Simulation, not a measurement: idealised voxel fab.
The following process module bears the name voxel self aligned vias.
Cross-sectional view cut (width: 145 nm; square cell size: 5 nm).
A cross-section is written here as square cells arranged in a grid, and it is given in bands from the top down, each band taking up one or more rows of cells.
A band entry consists of two parts. The first gives the height of the band's top and the height of its bottom, in nm. The rest lists the band's materials from left to right, each with its width in nm. A single material labelled with the word "throughout" fills the band from edge to edge, and the word "blank" marks empty space.
A quick word on heights: they are counted from 0, and under that level the wafer as it came to us is one material throughout. The lowest band is different from the rest in having no bottom; it simply continues downward, written as in "z 0 and below".
A width such as "30..40" changes by the same amount from each row of cells to the next, from the band's top row to its bottom row.
A step reported as "nothing was modified" is a step in which no cell of the cross-section changed.
What "Enclosed void inventory" gives you is every empty space of 8 cells or more that is cut off from the top. Each appears as width x height at distance, with the distance taken from the left edge and width, height and distance all in nm.
On each step's line, the part that comes after the settings is the simulator's own comment on the step.
"overlay nm" on a masked step: distance the mask lay right of its planned place, negative for left.

Process steps (planned):
1: RECEIVE with material Si
2: CONFORMAL_DEP with material SiO2, thk nm 10
3: CONFORMAL_DEP with material SiCN, thk nm 5
4: DIRECTIONAL_DEP with material SiO2, thk nm 30
5: MASKED_ETCH with tone open, mask id LINES, width nm 30, pitch nm 55, etch materials SiO2, depth nm 30, overlay nm 0
6: CONFORMAL_DEP with material TiN, thk nm 5
7: FILL_DEP with material W, thk nm 5
8: CMP with height nm 45
9: SELECTIVE_ETCH with etch materials W Ru TiN, depth nm 5
10: FILL_DEP with material SiN, thk nm 5
11: CMP with height nm 45
12: DIRECTIONAL_DEP with material SiO2, thk nm 15
13: MASKED_ETCH with tone open, mask id VIAS, width nm 40, etch materials SiO2, depth nm 15, overlay nm 0
14: MASKED_ETCH with tone open, mask id VIAS, width nm 40, etch materials SiN, depth nm 5, overlay nm 0
15: CONFORMAL_DEP with material TiN, thk nm 5
16: FILL_DEP with material Ru, thk nm 5
17: CMP with height nm 60
18: CONFORMAL_DEP with material SiN, thk nm 5

First wafer, as planned:

Here's what the wafer looked like in cross-section when it arrived - that's after step 1:
- z 0 and below | Si throughout
- Enclosed void inventory: none

Step 2 complete: cross-section through the wafer:
- z 10 to 0 | SiO2 throughout
- Everything below 0 is unchanged.

Step 3 complete: cross-section through the wafer:
- z 15 to 10 | SiCN throughout
- Everything below 10 is unchanged.

Step 4 complete: cross-section through the wafer:
- z 45 to 15 | SiO2 throughout
- Everything below 15 is unchanged.

Step 5 complete: cross-section through the wafer:
- z 45 to 15 | 30 of SiO2; 30 of blank; 25 of SiO2; 30 of blank; 30 of SiO2
- Everything below 15 is unchanged.

Step 6 complete: cross-section through the wafer:
- z 50 to 45 | 35 of TiN; 20 of blank; 35 of TiN; 20 of blank; 35 of TiN
- z 45 to 20 | 30 of SiO2; 5 of TiN; 20 of blank; 5 of TiN; 25 of SiO2; 5 of TiN; 20 of blank; 5 of TiN; 30 of SiO2
- z 20 to 15 | 30 of SiO2; 30 of TiN; 25 of SiO2; 30 of TiN; 30 of SiO2
- Everything below 15 is unchanged.

Step 7 complete: cross-section through the wafer:
- z 55 to 50 | W throughout
- z 50 to 45 | 35 of TiN; 20 of W; 35 of TiN; 20 of W; 35 of TiN
- z 45 to 20 | 30 of SiO2; 5 of TiN; 20 of W; 5 of TiN; 25 of SiO2; 5 of TiN; 20 of W; 5 of TiN; 30 of SiO2
- Everything below 20 is unchanged.

Step 8 complete: cross-section through the wafer:
- z 45 to 20 | 30 of SiO2; 5 of TiN; 20 of W; 5 of TiN; 25 of SiO2; 5 of TiN; 20 of W; 5 of TiN; 30 of SiO2
- Everything below 20 is unchanged.

Step 9 complete: cross-section through the wafer:
- z 45 to 40 | 30 of SiO2; 30 of blank; 25 of SiO2; 30 of blank; 30 of SiO2
- Everything below 40 is unchanged.

Step 10 complete: cross-section through the wafer:
- z 50 to 45 | SiN throughout
- z 45 to 40 | 30 of SiO2; 30 of SiN; 25 of SiO2; 30 of SiN; 30 of SiO2
- Everything below 40 is unchanged.

Step 11 complete: cross-section through the wafer:
- z 45 to 40 | 30 of SiO2; 30 of SiN; 25 of SiO2; 30 of SiN; 30 of SiO2
- Everything below 40 is unchanged.

Step 12 complete: cross-section through the wafer:
- z 60 to 45 | SiO2 throughout
- Everything below 45 is unchanged.

Step 13 complete: cross-section through the wafer:
- z 60 to 45 | 25 of SiO2; 40 of blank; 80 of SiO2
- Everything below 45 is unchanged.

Step 14 complete: cross-section through the wafer:
- z 60 to 45 | 25 of SiO2; 40 of blank; 80 of SiO2
- z 45 to 40 | 30 of SiO2; 30 of blank; 25 of SiO2; 30 of SiN; 30 of SiO2
- Everything below 40 is unchanged.

Step 15 complete: cross-section through the wafer:
- z 65 to 60 | 30 of TiN; 30 of blank; 85 of TiN
- z 60 to 50 | 25 of SiO2; 5 of TiN; 30 of blank; 5 of TiN; 80 of SiO2
- z 50 to 45 | 25 of SiO2; 10 of TiN; 20 of blank; 10 of TiN; 80 of SiO2
- z 45 to 40 | 30 of SiO2; 30 of TiN; 25 of SiO2; 30 of SiN; 30 of SiO2
- Everything below 40 is unchanged.

Step 16 complete: cross-section through the wafer:
- z 70 to 65 | Ru throughout
- z 65 to 60 | 30 of TiN; 30 of Ru; 85 of TiN
- z 60 to 50 | 25 of SiO2; 5 of TiN; 30 of Ru; 5 of TiN; 80 of SiO2
- z 50 to 45 | 25 of SiO2; 10 of TiN; 20 of Ru; 10 of TiN; 80 of SiO2
- Everything below 45 is unchanged.

Step 17 complete: cross-section through the wafer:
- z 60 to 50 | 25 of SiO2; 5 of TiN; 30 of Ru; 5 of TiN; 80 of SiO2
- Everything below 50 is unchanged.

Step 18 complete: cross-section through the wafer:
- z 65 to 60 | SiN throughout
- Everything below 60 is unchanged.

Now the other wafer: same start, same recipe, but we messed up one thing when running it. Up to and including step 2 it's the same as the first one:

Here is the second wafer in cross-section at the point where step 3 of the plan should have been done: nothing was modified

Here is the second wafer in cross-section at the point where step 4 of the plan should have been done:
- z 40 to 0 | SiO2 throughout
- Everything below 0 is unchanged.

Here is the second wafer in cross-section at the point where step 5 of the plan should have been done:
- z 40 to 10 | 30 of SiO2; 30 of blank; 25 of SiO2; 30 of blank; 30 of SiO2
- Everything below 10 is unchanged.

Here is the second wafer in cross-section at the point where step 6 of the plan should have been done:
- z 45 to 40 | 35 of TiN; 20 of blank; 35 of TiN; 20 of blank; 35 of TiN
- z 40 to 15 | 30 of SiO2; 5 of TiN; 20 of blank; 5 of TiN; 25 of SiO2; 5 of TiN; 20 of blank; 5 of TiN; 30 of SiO2
- z 15 to 10 | 30 of SiO2; 30 of TiN; 25 of SiO2; 30 of TiN; 30 of SiO2
- Everything below 10 is unchanged.

Here is the second wafer in cross-section at the point where step 7 of the plan should have been done:
- z 50 to 45 | W throughout
- z 45 to 40 | 35 of TiN; 20 of W; 35 of TiN; 20 of W; 35 of TiN
- z 40 to 15 | 30 of SiO2; 5 of TiN; 20 of W; 5 of TiN; 25 of SiO2; 5 of TiN; 20 of W; 5 of TiN; 30 of SiO2
- Everything below 15 is unchanged.

Here is the second wafer in cross-section at the point where step 8 of the plan should have been done:
- z 45 to 40 | 35 of TiN; 20 of W; 35 of TiN; 20 of W; 35 of TiN
- Everything below 40 is unchanged.

Here is the second wafer in cross-section at the point where step 9 of the plan should have been done:
- z 40 to 15 | 30 of SiO2; 5 of TiN; 20 of W; 5 of TiN; 25 of SiO2; 5 of TiN; 20 of W; 5 of TiN; 30 of SiO2
- Everything below 15 is unchanged.

Here is the second wafer in cross-section at the point where step 10 of the plan should have been done:
- z 45 to 40 | SiN throughout
- Everything below 40 is unchanged.

Here is the second wafer in cross-section at the point where step 11 of the plan should have been done: nothing was modified

Here is the second wafer in cross-section at the point where step 12 of the plan should have been done:
- z 60 to 45 | SiO2 throughout
- Everything below 45 is unchanged.

Here is the second wafer in cross-section at the point where step 13 of the plan should have been done:
- z 60 to 45 | 25 of SiO2; 40 of blank; 80 of SiO2
- Everything below 45 is unchanged.

Here is the second wafer in cross-section at the point where step 14 of the plan should have been done:
- z 60 to 45 | 25 of SiO2; 40 of blank; 80 of SiO2
- z 45 to 40 | 25 of SiN; 40 of blank; 80 of SiN
- Everything below 40 is unchanged.

Here is the second wafer in cross-section at the point where step 15 of the plan should have been done:
- z 65 to 60 | 30 of TiN; 30 of blank; 85 of TiN
- z 60 to 45 | 25 of SiO2; 5 of TiN; 30 of blank; 5 of TiN; 80 of SiO2
- z 45 to 40 | 25 of SiN; 40 of TiN; 80 of SiN
- Everything below 40 is unchanged.

Here is the second wafer in cross-section at the point where step 16 of the plan should have been done:
- z 70 to 65 | Ru throughout
- z 65 to 60 | 30 of TiN; 30 of Ru; 85 of TiN
- z 60 to 45 | 25 of SiO2; 5 of TiN; 30 of Ru; 5 of TiN; 80 of SiO2
- Everything below 45 is unchanged.

Here is the second wafer in cross-section at the point where step 17 of the plan should have been done:
- z 60 to 45 | 25 of SiO2; 5 of TiN; 30 of Ru; 5 of TiN; 80 of SiO2
- Everything below 45 is unchanged.

Here is the second wafer in cross-section at the point where step 18 of the plan should have been done:
- z 65 to 60 | SiN throughout
- Everything below 60 is unchanged.
Against the plan, the run slipped here: no execution of plan step 3; skipped
The closing comparison, in cells, has the second wafer with more or fewer of some materials than the first: Ru +2 | SiCN -29 | SiN +15 | TiN +4 | W +8
